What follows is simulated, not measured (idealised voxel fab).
Herein follows the process module entitled voxel wiring stack.
300 nm wide, 5 nm square cells: that's cross-section cut.
Just so we're on the same page, the cross-sections are grids of square cells, and they're listed out in bands top to bottom, each band one or more rows deep. Each band's line starts with the height of the band's top and of its bottom, in nm. Then come its materials from left to right, each with its width in nm. One material with "everywhere" fills the band from edge to edge. "blank" is empty space. Height 0 is the level under which the wafer as received is all one material. The lowest band goes on downwards, as in "top 0, no bottom". Note: "30->40" means the width goes from the first number (top row of the band) to the second number (bottom row) in equal steps per row of cells. What does "nothing got changed" mean for a step? It means no cell of the cross-section changed in that step. Under "Cavities, closed" you'll find the enclosed gaps, the ones with no way out to the top, that are 8 cells or bigger; each reads width x height at distance, with distance counted from the left edge, everything in nm. The remark found on a step's line after its settings is issued by the simulator itself and pertains to that step. overlay nm, on a step with a mask: how far to the right of its planned place the mask lay; to the left if negative.
# The planned process steps are enumerated hereunder
1,RECEIVE [material Si]
2,CONFORMAL_DEP [material SiO2] [thk nm 15]
3,DIRECTIONAL_DEP [material TiN] [thk nm 5]
4,DIRECTIONAL_DEP [material W] [thk nm 25]
5,DIRECTIONAL_DEP [material aC] [thk nm 15]
6,PATTERN [tone cover] [mask id METAL_1] [material resist] [width nm 20] [pitch nm 35] [thk nm 30] [overlay nm 0]
7,DIRECTIONAL_ETCH [etch materials aC] [depth nm 15]
8,STRIP [etch materials resist]
9,DIRECTIONAL_ETCH [etch materials W] [depth nm 25]
10,DIRECTIONAL_ETCH [etch materials TiN] [depth nm 5]
11,STRIP [etch materials aC]
12,FILL_DEP [material SiO2] [thk nm 10]
13,CMP [height nm 45]
14,CONFORMAL_DEP [material SiCN] [thk nm 5]
15,DIRECTIONAL_DEP [material lowk] [thk nm 20]
16,PATTERN [tone open] [mask id PLUG_1] [material resist] [width nm 15] [thk nm 20] [overlay nm 0]
17,DIRECTIONAL_ETCH [etch materials lowk] [depth nm 20]
18,DIRECTIONAL_ETCH [etch materials SiCN] [depth nm 5]
19,STRIP [etch materials resist]
20,EPI [material Ru] [thk nm 10]
21,EPI [material Ru] [thk nm 10]
22,EPI [material Ru] [thk nm 5]
23,DIRECTIONAL_DEP [material TiN] [thk nm 5]
24,DIRECTIONAL_DEP [material W] [thk nm 25]
25,DIRECTIONAL_DEP [material aC] [thk nm 15]
26,PATTERN [tone cover] [mask id METAL_2] [material resist] [width nm 20] [pitch nm 35] [thk nm 35] [overlay nm 0]
27,DIRECTIONAL_ETCH [etch materials aC] [depth nm 15]
28,STRIP [etch materials resist]
29,DIRECTIONAL_ETCH [etch materials W] [depth nm 25]
30,DIRECTIONAL_ETCH [etch materials TiN] [depth nm 5]
31,STRIP [etch materials aC]
32,CONFORMAL_DEP [material SiN] [thk nm 5]
33,FILL_DEP [material SiO2] [thk nm 5]
34,CMP [height nm 100]
35,CONFORMAL_DEP [material SiCN] [thk nm 5]
36,DIRECTIONAL_DEP [material SiO2] [thk nm 20]
37,PATTERN [tone open] [mask id PLUG_2] [material resist] [width nm 15] [thk nm 20] [overlay nm 0]
38,DIRECTIONAL_ETCH [etch materials SiO2] [depth nm 20]
39,DIRECTIONAL_ETCH [etch materials SiCN] [depth nm 5]
40,STRIP [etch materials resist]
41,EPI [material Ru] [thk nm 10]
42,EPI [material Ru] [thk nm 10]
43,EPI [material Ru] [thk nm 5]
44,DIRECTIONAL_DEP [material TiN] [thk nm 5]
45,DIRECTIONAL_DEP [material Ru] [thk nm 15]
46,MASKED_ETCH [tone cover] [mask id METAL_3] [width nm 20] [pitch nm 35] [etch materials Ru] [depth nm 15] [overlay nm 0]
47,MASKED_ETCH [tone cover] [mask id METAL_3] [width nm 20] [pitch nm 35] [etch materials TiN] [depth nm 5] [overlay nm 0]
48,CONFORMAL_DEP [material SiCN] [thk nm 5]
49,FILL_DEP [material SiO2] [thk nm 5]
50,CMP [height nm 145]
51,CONFORMAL_DEP [material SiCN] [thk nm 5]
Every wafer here starts from the same state; it is the step 3 thk nm that distinguishes them, and the value the plan gives belongs to the first wafer.
# Received condition of the first of several wafers, sectioned: post-step 1
> top 0, no bottom | Si everywhere
> Cavities, closed: none
# First of several wafers in cross-section at module end, following the final step, step 51
> top 150, bottom 145 | SiCN everywhere
> top 145, bottom 130 | 115 SiO2  5 SiCN  20 Ru  5 SiCN  5 SiO2  5 SiCN  20 Ru  5 SiCN  120 SiO2
> top 130, bottom 125 | 120 SiCN  20 TiN  15 SiCN  20 TiN  125 SiCN
> top 125, bottom 105 | 120 SiO2  15 Ru  165 SiO2
> top 105, bottom 100 | 120 SiCN  15 Ru  165 SiCN
> top 100, bottom 75 | 115 SiO2  5 SiN  20 W  5 SiN  5 SiO2  5 SiN  20 W  5 SiN  120 SiO2
> top 75, bottom 70 | 120 SiN  20 TiN  15 SiN  20 TiN  125 SiN
> top 70, bottom 50 | 120 lowk  15 Ru  165 lowk
> top 50, bottom 45 | 120 SiCN  15 Ru  165 SiCN
> top 45, bottom 20 | 120 SiO2  20 W  15 SiO2  20 W  125 SiO2
> top 20, bottom 15 | 120 SiO2  20 TiN  15 SiO2  20 TiN  125 SiO2
> top 15, bottom 0 | SiO2 everywhere
> top 0, no bottom | Si everywhere
> Cavities, closed: none
# Sectional view of the last wafer upon completion of the module
> top 150, bottom 145 | SiCN everywhere
> top 145, bottom 130 | 115 SiO2  5 SiCN  20 Ru  5 SiCN  5 SiO2  5 SiCN  20 Ru  5 SiCN  120 SiO2
> top 130, bottom 125 | 120 SiCN  20 TiN  15 SiCN  20 TiN  125 SiCN
> top 125, bottom 105 | 120 SiO2  15 Ru  165 SiO2
> top 105, bottom 100 | 120 SiCN  15 Ru  165 SiCN
> top 100, bottom 75 | 115 SiO2  5 SiN  20 W  5 SiN  5 SiO2  5 SiN  20 W  5 SiN  120 SiO2
> top 75, bottom 70 | 120 SiN  20 TiN  15 SiN  20 TiN  125 SiN
> top 70, bottom 50 | 120 lowk  15 Ru  165 lowk
> top 50, bottom 45 | 120 SiCN  15 Ru  165 SiCN
> top 45, bottom 35 | 120 SiO2  20 W  15 SiO2  20 W  125 SiO2
> top 35, bottom 30 | 120 SiO2  20 TiN  15 SiO2  20 TiN  125 SiO2
> top 30, bottom 15 | TiN everywhere
> top 15, bottom 0 | SiO2 everywhere
> top 0, no bottom | Si everywhere
> Cavities, closed: none
# Here is how to read the rows: every wafer has a row, and it shows the wafer at the end of the module, giving for each material how many cells were gained (+) or lost (-) since the wafer was received, then listing its closed voids
thk nm 5; +54 Ru; +238 SiCN; +72 SiN; +1104 SiO2; +24 TiN; +80 W; +228 lowk; Cavities, closed: none
thk nm 10; +54 Ru; +238 SiCN; +72 SiN; +1052 SiO2; +84 TiN; +72 W; +228 lowk; Cavities, closed: none
thk nm 15; +54 Ru; +238 SiCN; +72 SiN; +1000 SiO2; +144 TiN; +64 W; +228 lowk; Cavities, closed: none
thk nm 20; +54 Ru; +238 SiCN; +72 SiN; +948 SiO2; +204 TiN; +56 W; +228 lowk; Cavities, closed: none
